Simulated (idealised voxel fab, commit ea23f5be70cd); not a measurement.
process module | voxel capacitor over wiring
cross-section cut | 245 nm wide | cells 5 nm
A cross-section is a grid of square cells, given in bands from the top down. A band is one or more rows of cells.
Each band's line starts with the height of the band's top and of its bottom, in nm. Then come its materials from left to right, each with its width in nm. One material with "throughout" fills the band from edge to edge. "air" is empty space.
Height 0 is the level under which the wafer as received is all one material. The lowest band goes on downwards, as in "0 down".
A width such as "30 to 40" changes by the same amount from each row of cells to the next, from the band's top row to its bottom row.
"no change" after a step means that no cell of the cross-section changed.
closed voids: empty space of 8 cells or more with no open way to the top, each as width x height at its distance from the left edge, in nm
after a step's settings: what the simulator itself notes on the step
overlay nm, on a step with a mask: how far to the right of its planned place the mask lay; to the left if negative
plan
1 op RECEIVE | material Si
2 op CONFORMAL_DEP | material SiO2 | thk nm 15
3 op DIRECTIONAL_DEP | material TiN | thk nm 5
4 op DIRECTIONAL_DEP | material Ru | thk nm 20
5 op PATTERN | tone cover | mask id METAL_1 | material resist | width nm 25 | pitch nm 75 | thk nm 20 | overlay nm 0
6 op DIRECTIONAL_ETCH | etch materials Ru | depth nm 20
7 op DIRECTIONAL_ETCH | etch materials TiN | depth nm 5
8 op STRIP | etch materials resist
9 op CONFORMAL_DEP | material SiCN | thk nm 5
10 op FILL_DEP | material SiO2 | thk nm 10
11 op CMP | height nm 40
12 op CONFORMAL_DEP | material SiCN | thk nm 5
13 op DIRECTIONAL_DEP | material lowk | thk nm 20
14 op MASKED_ETCH | tone open | mask id PLUG_1 | width nm 15 | etch materials lowk | depth nm 20 | overlay nm 0
15 op MASKED_ETCH | tone open | mask id PLUG_1 | width nm 15 | etch materials SiCN | depth nm 5 | overlay nm 0
16 op EPI | material Ru | thk nm 10
17 op EPI | material Ru | thk nm 10
18 op EPI | material Ru | thk nm 5
19 op DIRECTIONAL_DEP | material TiN | thk nm 10
20 op DIRECTIONAL_DEP | material SiN | thk nm 5
21 op DIRECTIONAL_DEP | material TiN | thk nm 5
22 op MASKED_ETCH | tone cover | mask id UPPER_PLATE | width nm 55 | etch materials TiN | depth nm 5 | overlay nm 0
23 op MASKED_ETCH | tone cover | mask id UPPER_PLATE | width nm 55 | etch materials SiN | depth nm 5 | overlay nm 0
24 op MASKED_ETCH | tone cover | mask id LOWER_PLATE | width nm 65 | etch materials TiN | depth nm 10 | overlay nm 0
25 op FILL_DEP | material SiO2 | thk nm 15
26 op CMP | height nm 95
27 op DIRECTIONAL_DEP | material aC | thk nm 10
28 op PATTERN | tone open | mask id PLUG_2 | material resist | width nm 15 | thk nm 25 | overlay nm 0
29 op DIRECTIONAL_ETCH | etch materials aC | depth nm 10
30 op STRIP | etch materials resist
31 op DIRECTIONAL_ETCH | etch materials SiO2 | depth nm 10
32 op STRIP | etch materials aC
33 op CONFORMAL_DEP | material TiN | thk nm 5
34 op FILL_DEP | material Cu | thk nm 10
35 op CMP | height nm 95
36 op CONFORMAL_DEP | material SiN | thk nm 5
as received, after step 1
  0 down: Si throughout
  closed voids: none
a wafer at the end: this start, this plan, one mistake
  100 to 95: SiN throughout
  95 to 90: SiO2 90 | TiN 15 | SiO2 140
  90 to 85: SiO2 80 | TiN 5 | SiO2 5 | TiN 45 | SiO2 110
  85 to 80: SiO2 80 | SiN 5 | TiN 5 | SiN 45 | SiO2 110
  80 to 75: Ru 85 | SiN 5 | Ru 155
  75 to 70: TiN 80 | Ru 15 | TiN 150
  70 to 65: TiN throughout
  65 to 60: lowk 80 | TiN 15 | lowk 150
  60 to 45: lowk 80 | Ru 15 | lowk 150
  45 to 40: SiCN 80 | Ru 15 | SiCN 150
  40 to 20: SiO2 65 | SiCN 5 | Ru 25 | SiCN 5 | SiO2 40 | SiCN 5 | Ru 25 | SiCN 5 | SiO2 70
  20 to 15: SiCN 70 | TiN 25 | SiCN 50 | TiN 25 | SiCN 75
  15 to 0: SiO2 throughout
  0 down: Si throughout
  closed voids: none
what went wrong: steps 18 and 19 were swapped
